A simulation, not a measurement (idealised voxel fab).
process module | voxel transistor to metal
cross-section cut | 155 nm wide | cells 5 nm
A cross-section is a grid of square cells, given in bands from the top down. A band is one or more rows of cells.
Each band's line starts with the height of the band's top and of its bottom, in nm. Then come its materials from left to right, each with its width in nm. One material with "throughout" fills the band from edge to edge. "air" is empty space.
Height 0 is the level under which the wafer as received is all one material. The lowest band goes on downwards, as in "0 down".
A width such as "30 to 40" changes by the same amount from each row of cells to the next, from the band's top row to its bottom row.
"no change" after a step means that no cell of the cross-section changed.
closed voids: empty space of 8 cells or more with no open way to the top, each as width x height at its distance from the left edge, in nm
after a step's settings: what the simulator itself notes on the step
overlay nm, on a step with a mask: how far to the right of its planned place the mask lay; to the left if negative
plan
1 op RECEIVE | material Si
2 op CONFORMAL_DEP | material SiO2 | thk nm 5
3 op CONFORMAL_DEP | material SiN | thk nm 15
4 op PATTERN | tone cover | mask id ACTIVE | material resist | width nm 105 | thk nm 15 | overlay nm 0
5 op DIRECTIONAL_ETCH | etch materials SiN | depth nm 15
6 op DIRECTIONAL_ETCH | etch materials SiO2 | depth nm 5
7 op DIRECTIONAL_ETCH | etch materials Si | depth nm 20
8 op STRIP | etch materials resist
9 op OXIDIZE | depth nm 5
10 op FILL_DEP | material SiO2 | thk nm 15
11 op CMP | height nm 20
12 op SELECTIVE_ETCH | etch materials SiO2 | depth nm 15
13 op STRIP | etch materials SiN
14 op SELECTIVE_ETCH | etch materials SiO2 | depth nm 5
15 op OXIDIZE | depth nm 5
16 op DIRECTIONAL_DEP | material polySi | thk nm 30
17 op DIRECTIONAL_DEP | material SiCN | thk nm 10
18 op DIRECTIONAL_DEP | material aC | thk nm 10
19 op PATTERN | tone cover | mask id GATE | material resist | width nm 25 | thk nm 30 | overlay nm 0
20 op DIRECTIONAL_ETCH | etch materials aC | depth nm 10
21 op STRIP | etch materials resist
22 op DIRECTIONAL_ETCH | etch materials SiCN | depth nm 20
23 op DIRECTIONAL_ETCH | etch materials polySi | depth nm 40
24 op STRIP | etch materials aC
25 op CONFORMAL_DEP | material SiO2 | thk nm 5
26 op DIRECTIONAL_ETCH | etch materials SiO2 | depth nm 5
27 op CONFORMAL_DEP | material SiN | thk nm 10
28 op DIRECTIONAL_ETCH | etch materials SiN | depth nm 10
29 op DIRECTIONAL_ETCH | etch materials SiO2 | depth nm 5
30 op DIRECTIONAL_ETCH | etch materials Si | depth nm 15
31 op EPI | material nSi | thk nm 15
32 op FILL_DEP | material SiO2 | thk nm 10
33 op CMP | height nm 40
34 op DIRECTIONAL_DEP | material SiO2 | thk nm 15
35 op PATTERN | tone open | mask id CONTACT | material resist | width nm 30 | pitch nm 65 | thk nm 20 | overlay nm 0
36 op DIRECTIONAL_ETCH | etch materials SiO2 | depth nm 60
37 op STRIP | etch materials resist
38 op CONFORMAL_DEP | material TiN | thk nm 5
39 op FILL_DEP | material Ru | thk nm 5
40 op CMP | height nm 55
41 op CONFORMAL_DEP | material SiCN | thk nm 5
42 op DIRECTIONAL_DEP | material SiO2 | thk nm 25
43 op MASKED_ETCH | tone open | mask id METAL_1 | width nm 20 | pitch nm 75 | etch materials SiO2 | depth nm 25 | overlay nm 0
44 op MASKED_ETCH | tone open | mask id METAL_1 | width nm 20 | pitch nm 75 | etch materials SiCN | depth nm 5 | overlay nm 0
45 op CONFORMAL_DEP | material TiN | thk nm 5
46 op FILL_DEP | material Cu | thk nm 5
47 op CMP | height nm 85
48 op CONFORMAL_DEP | material SiN | thk nm 5
as received, after step 1
  0 down: Si throughout
  closed voids: none
first wafer at the end, as planned
  90 to 85: SiN throughout
  85 to 60: SiO2 30 | TiN 5 | Cu 10 | TiN 5 | SiO2 55 | TiN 5 | Cu 10 | TiN 5 | SiO2 30
  60 to 55: SiCN 30 | TiN 20 | SiCN 55 | TiN 20 | SiCN 30
  55 to 45: SiO2 30 | TiN 5 | Ru 20 | TiN 5 | SiO2 35 | TiN 5 | Ru 20 | TiN 5 | SiO2 30
  45 to 40: SiO2 30 | TiN 5 | Ru 10 | TiN 15 | SiO2 35 | TiN 15 | Ru 10 | TiN 5 | SiO2 30
  40 to 30: SiO2 30 | TiN 5 | Ru 10 | TiN 5 | SiN 10 | SiO2 5 | SiCN 25 | SiO2 5 | SiN 10 | TiN 5 | Ru 10 | TiN 5 | SiO2 30
  30 to 15: SiO2 30 | TiN 5 | Ru 10 | TiN 5 | SiN 10 | SiO2 5 | polySi 25 | SiO2 5 | SiN 10 | TiN 5 | Ru 10 | TiN 5 | SiO2 30
  15 to 10: SiO2 30 | TiN 20 | SiN 10 | SiO2 5 | polySi 25 | SiO2 5 | SiN 10 | TiN 20 | SiO2 30
  10 to 0: SiO2 30 | TiN 5 | nSi 15 | SiN 10 | SiO2 5 | polySi 25 | SiO2 5 | SiN 10 | nSi 15 | TiN 5 | SiO2 30
  0 to -5: SiO2 30 | TiN 5 | nSi 15 | SiO2 55 | nSi 15 | TiN 5 | SiO2 30
  -5 to -20: SiO2 30 | nSi 20 | Si 55 | nSi 20 | SiO2 30
  -20 to -25: SiO2 30 | Si 95 | SiO2 30
  -25 down: Si throughout
  closed voids: none
second wafer at the end: like start, like plan, one mistake
  90 to 85: SiN throughout
  85 to 60: SiO2 30 | TiN 5 | Cu 10 | TiN 5 | SiO2 55 | TiN 5 | Cu 10 | TiN 5 | SiO2 30
  60 to 55: SiCN 30 | TiN 20 | SiCN 55 | TiN 20 | SiCN 30
  55 to 45: SiO2 35 | TiN 5 | Ru 15 | TiN 5 | SiO2 40 | TiN 5 | Ru 15 | TiN 5 | SiO2 30
  45 to 40: SiO2 35 | TiN 5 | Ru 5 | TiN 15 | SiO2 40 | TiN 10 | Ru 10 | TiN 5 | SiO2 30
  40 to 30: SiO2 35 | TiN 5 | Ru 5 | TiN 5 | SiN 10 | SiO2 5 | SiCN 25 | SiO2 5 | SiN 10 | TiN 5 | Ru 10 | TiN 5 | SiO2 30
  30 to 15: SiO2 35 | TiN 5 | Ru 5 | TiN 5 | SiN 10 | SiO2 5 | polySi 25 | SiO2 5 | SiN 10 | TiN 5 | Ru 10 | TiN 5 | SiO2 30
  15 to 10: SiO2 35 | TiN 15 | SiN 10 | SiO2 5 | polySi 25 | SiO2 5 | SiN 10 | TiN 20 | SiO2 30
  10 to 0: SiO2 35 | nSi 15 | SiN 10 | SiO2 5 | polySi 25 | SiO2 5 | SiN 10 | nSi 15 | TiN 5 | SiO2 30
  0 to -5: SiO2 35 | nSi 15 | SiO2 55 | nSi 15 | TiN 5 | SiO2 30
  -5 to -20: SiO2 30 | nSi 20 | Si 55 | nSi 20 | SiO2 30
  -20 to -25: SiO2 30 | Si 95 | SiO2 30
  -25 down: Si throughout
  closed voids: none
what went wrong: step 35 ran as: op PATTERN | tone open | mask id CONTACT | material resist | width nm 25 | pitch nm 65 | thk nm 20 | overlay nm 0
at the end the second wafer has, in cells: 10 fewer of Ru | 15 more of SiO2 | 5 fewer of TiN
